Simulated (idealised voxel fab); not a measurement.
process module | voxel ribs on slabs
cross-section cut | 185 nm wide | cells 5 nm
A cross-section is a grid of square cells, given in bands from the top down. A band is one or more rows of cells.
Each band's line starts with the height of the band's top and of its bottom, in nm. Then come its materials from left to right, each with its width in nm. One material with "throughout" fills the band from edge to edge. "air" is empty space.
Height 0 is the level under which the wafer as received is all one material. The lowest band goes on downwards, as in "0 down".
A width such as "30 to 40" changes by the same amount from each row of cells to the next, from the band's top row to its bottom row.
"no change" after a step means that no cell of the cross-section changed.
closed voids: empty space of 8 cells or more with no open way to the top, each as width x height at its distance from the left edge, in nm
after a step's settings: what the simulator itself notes on the step
overlay nm, on a step with a mask: how far to the right of its planned place the mask lay; to the left if negative
plan
1 op RECEIVE | material Si
2 op DIRECTIONAL_DEP | material SiO2 | thk nm 30
3 op DIRECTIONAL_DEP | material SiN | thk nm 20
4 op MASKED_ETCH | tone cover | mask id RIB | width nm 15 | etch materials SiN | depth nm 15 | overlay nm 0
5 op MASKED_ETCH | tone cover | mask id SLAB | width nm 65 | etch materials SiN | depth nm 5 | overlay nm 0
6 op FILL_DEP | material SiO2 | thk nm 20
7 op CMP | height nm 60
8 op DIRECTIONAL_DEP | material TiN | thk nm 10
9 op MASKED_ETCH | tone cover | mask id HEATER | width nm 25 | etch materials TiN | depth nm 10 | overlay nm 0
10 op CONFORMAL_DEP | material SiN | thk nm 5
varied across the wafers: width nm of step 4. The plan shows the first wafer's value. All wafers start alike
first wafer as received, after step 1
  0 down: Si throughout
  closed voids: none
each wafer at the end: cells of each material gained (+) or lost (-) since it was received, then its closed voids
width nm 15 | +63 SiN | +422 SiO2 | +10 TiN | closed voids: none
width nm 20 | +66 SiN | +419 SiO2 | +10 TiN | closed voids: none
width nm 25 | +69 SiN | +416 SiO2 | +10 TiN | closed voids: none
width nm 30 | +72 SiN | +413 SiO2 | +10 TiN | closed voids: none
